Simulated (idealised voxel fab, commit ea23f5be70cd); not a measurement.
The process module presented herein is designated voxel ribs on slabs.
The cross-section on display is named cut; it measures 140 nm wide, and its cells are 5 nm squares.
A cross-section is written here as square cells arranged in a grid, and it is given in bands from the top down, each band taking up one or more rows of cells.
The band entry comprises the height of the band's top followed by the height of its bottom, expressed in nm, and subsequently the band's materials from left to right, each stated together with its width in nm. Where a single material is marked with the word "full width", that material fills the band from edge to edge. The word "air" represents empty space.
We count height from 0. Below that, the starting wafer is all one material. The lowest band never ends at the bottom but goes on down; see "0 down" for how that is written.
The notation "30->40" denotes a width that varies across the rows of cells in the band, beginning at the first number in the top row, finishing at the second number in the bottom row, and changing by an identical amount from each row to the next.
Any step labelled "stayed the same" changed none of the cells in the cross-section.
In the "Trapped cavities" entry, you get each enclosed empty space of 8 cells or more, one with no open way to the top, written width x height at distance, distance from the left edge, in nm.
Formally, on a step line, whatever follows the settings is a remark that the simulator itself makes on the step.
overlay nm: right-of-plan distance of the mask on a masked step; negative values mean left-of-plan.

Planned step list for the process:
- 1: RECEIVE | material Si
- 2: DIRECTIONAL_DEP | material SiO2 | thk nm 25
- 3: DIRECTIONAL_DEP | material polySi | thk nm 15
- 4: DIRECTIONAL_DEP | material aC | thk nm 10
- 5: PATTERN | tone cover | mask id RIB | material resist | width nm 25 | thk nm 30 | overlay nm 0
- 6: DIRECTIONAL_ETCH | etch materials aC | depth nm 10
- 7: STRIP | etch materials resist
- 8: DIRECTIONAL_ETCH | etch materials polySi | depth nm 10
- 9: STRIP | etch materials aC
- 10: DIRECTIONAL_DEP | material aC | thk nm 10
- 11: PATTERN | tone cover | mask id SLAB | material resist | width nm 65 | thk nm 30 | overlay nm 0
- 12: DIRECTIONAL_ETCH | etch materials aC | depth nm 10
- 13: STRIP | etch materials resist
- 14: DIRECTIONAL_ETCH | etch materials polySi | depth nm 5
- 15: STRIP | etch materials aC
- 16: FILL_DEP | material SiO2 | thk nm 25
- 17: CMP | height nm 60
- 18: DIRECTIONAL_DEP | material TiN | thk nm 10
- 19: DIRECTIONAL_DEP | material aC | thk nm 10
- 20: PATTERN | tone cover | mask id HEATER | material resist | width nm 35 | thk nm 25 | overlay nm 0
- 21: DIRECTIONAL_ETCH | etch materials aC | depth nm 10
- 22: STRIP | etch materials resist
- 23: DIRECTIONAL_ETCH | etch materials TiN | depth nm 10
- 24: STRIP | etch materials aC
- 25: CONFORMAL_DEP | material SiO2 | thk nm 10

Delivered wafer in cross-section: state after step 1:
    0 down  Si full width
    Trapped cavities: none

Cross-section: first of two wafers, module finished, run according to plan:
    80 to 70  40 air | 55 SiO2 | 45 air
    70 to 60  50 SiO2 | 35 TiN | 55 SiO2
    60 to 40  SiO2 full width
    40 to 30  55 SiO2 | 25 polySi | 60 SiO2
    30 to 25  35 SiO2 | 65 polySi | 40 SiO2
    25 to 0  SiO2 full width
    0 down  Si full width
    Trapped cavities: none

Second wafer of the two, sectioned at the end of the module. It began like the first and followed the same plan, but one mistake was made while running it:
    80 to 70  40 air | 55 SiO2 | 45 air
    70 to 60  50 SiO2 | 35 TiN | 55 SiO2
    60 to 40  SiO2 full width
    40 to 25  polySi full width
    25 to 0  SiO2 full width
    0 down  Si full width
    Trapped cavities: none
what went wrong: step 4 deviated from plan and actually ran as DIRECTIONAL_DEP | material SiO2 | thk nm 10
Wafer comparison, final, in cells, second relative to first, materials more or fewer: SiO2: 61 fewer, polySi: 61 more
